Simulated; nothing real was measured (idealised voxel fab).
Process module under the name voxel capacitor over wiring
The width of the displayed cross-section, cut, is 245 nm; its cells are square, with a size of 5 nm.
Cross-section spec: square-cell grid; bands listed top down; each band is one or more rows. Each band's line starts with the height of the band's top and of its bottom, in nm. Then come its materials from left to right, each with its width in nm. One material with "edge to edge" fills the band from edge to edge. "air" is empty space. Measure heights from 0. That's the level where, below it, the as-received wafer is all one material. The lowest band is bottomless and extends downward; write it as in "z 0 and below". The expression "30..40" gives the width at the extremes of the band, the first number at its top row of cells and the second at its bottom row, with the width changing by equal amounts from each row to the next in between. The cross-section has no changed cell in any step marked "no modifications". "Closed void inventory": sealed empty spaces, 8 cells or more, no open way to top, listed width x height at distance, with distance from the left edge and width, height and distance in nm. On a step's line, text after the settings is the simulator commenting on that step. overlay nm: step with mask; distance mask lay right of planned place; negative value = left of planned place.
List of planned process steps:
1 RECEIVE,material Si
2 CONFORMAL_DEP,material SiO2,thk nm 15
3 CONFORMAL_DEP,material SiN,thk nm 5
4 DIRECTIONAL_DEP,material SiO2,thk nm 15
5 MASKED_ETCH,tone open,mask id METAL_1,width nm 30,pitch nm 100,etch materials SiO2,depth nm 15,overlay nm 0
6 MASKED_ETCH,tone open,mask id METAL_1,width nm 30,pitch nm 100,etch materials SiN,depth nm 5,overlay nm 0
7 CONFORMAL_DEP,material TiN,thk nm 5
8 FILL_DEP,material W,thk nm 10
9 CMP,height nm 35
10 EPI,material Ru,thk nm 5
11 FILL_DEP,material SiCN,thk nm 5
12 DIRECTIONAL_DEP,material SiO2,thk nm 20
13 DIRECTIONAL_DEP,material aC,thk nm 15
14 PATTERN,tone open,mask id PLUG_1,material resist,width nm 15,thk nm 35,overlay nm 0
15 DIRECTIONAL_ETCH,etch materials aC,depth nm 15
16 STRIP,etch materials resist
17 DIRECTIONAL_ETCH,etch materials SiO2,depth nm 20
18 DIRECTIONAL_ETCH,etch materials SiCN,depth nm 5
19 STRIP,etch materials aC
20 CONFORMAL_DEP,material TiN,thk nm 5
21 FILL_DEP,material Ru,thk nm 5
22 CMP,height nm 65
23 DIRECTIONAL_DEP,material TiN,thk nm 5
24 DIRECTIONAL_DEP,material SiN,thk nm 5
25 DIRECTIONAL_DEP,material TiN,thk nm 5
26 DIRECTIONAL_DEP,material aC,thk nm 15
27 PATTERN,tone cover,mask id UPPER_PLATE,material resist,width nm 75,thk nm 30,overlay nm 0
28 DIRECTIONAL_ETCH,etch materials aC,depth nm 15
29 STRIP,etch materials resist
30 DIRECTIONAL_ETCH,etch materials TiN,depth nm 5
31 DIRECTIONAL_ETCH,etch materials SiN,depth nm 5
32 STRIP,etch materials aC
33 DIRECTIONAL_DEP,material aC,thk nm 15
34 PATTERN,tone cover,mask id LOWER_PLATE,material resist,width nm 85,thk nm 30,overlay nm 0
35 DIRECTIONAL_ETCH,etch materials aC,depth nm 15
36 STRIP,etch materials resist
37 DIRECTIONAL_ETCH,etch materials TiN,depth nm 5
38 STRIP,etch materials aC
39 FILL_DEP,material SiO2,thk nm 20
40 CMP,height nm 95
41 PATTERN,tone open,mask id PLUG_2,material resist,width nm 15,thk nm 20,overlay nm 0
42 DIRECTIONAL_ETCH,etch materials SiO2,depth nm 15
43 STRIP,etch materials resist
44 CONFORMAL_DEP,material TiN,thk nm 5
45 FILL_DEP,material Ru,thk nm 10
46 CMP,height nm 95
47 CONFORMAL_DEP,material SiN,thk nm 5
The cross-section here shows the wafer as received, i.e. in its state after step 1:
z 0 and below: Si edge to edge
Closed void inventory: none
Cross-sectional result after module completion. Note: starting condition and plan are unchanged from above; one processing mistake was made:
z 100 to 95: SiN edge to edge
z 95 to 85: SiO2: 80 | TiN: 5 | Ru: 5 | TiN: 5 | SiO2: 150
z 85 to 75: SiO2: 80..70 | TiN: 15..75 | SiO2: 150..100
z 75 to 70: SiO2: 65 | TiN: 85 | SiO2: 95
z 70 to 65: SiN edge to edge
z 65 to 45: SiO2: 70 | TiN: 5 | Ru: 5 | TiN: 5 | SiO2: 160
z 45 to 40: SiCN: 70 | TiN: 15 | SiCN: 160
z 40 to 35: SiCN: 50 | Ru: 40 | SiCN: 60 | Ru: 40 | SiCN: 55
z 35 to 20: SiO2: 55 | TiN: 5 | W: 20 | TiN: 5 | SiO2: 70 | TiN: 5 | W: 20 | TiN: 5 | SiO2: 60
z 20 to 15: SiN: 55 | TiN: 30 | SiN: 70 | TiN: 30 | SiN: 60
z 15 to 0: SiO2 edge to edge
z 0 and below: Si edge to edge
Closed void inventory: none
Here's what went sideways: step 24 occupied the plan position of step 23, and the converse holds as well
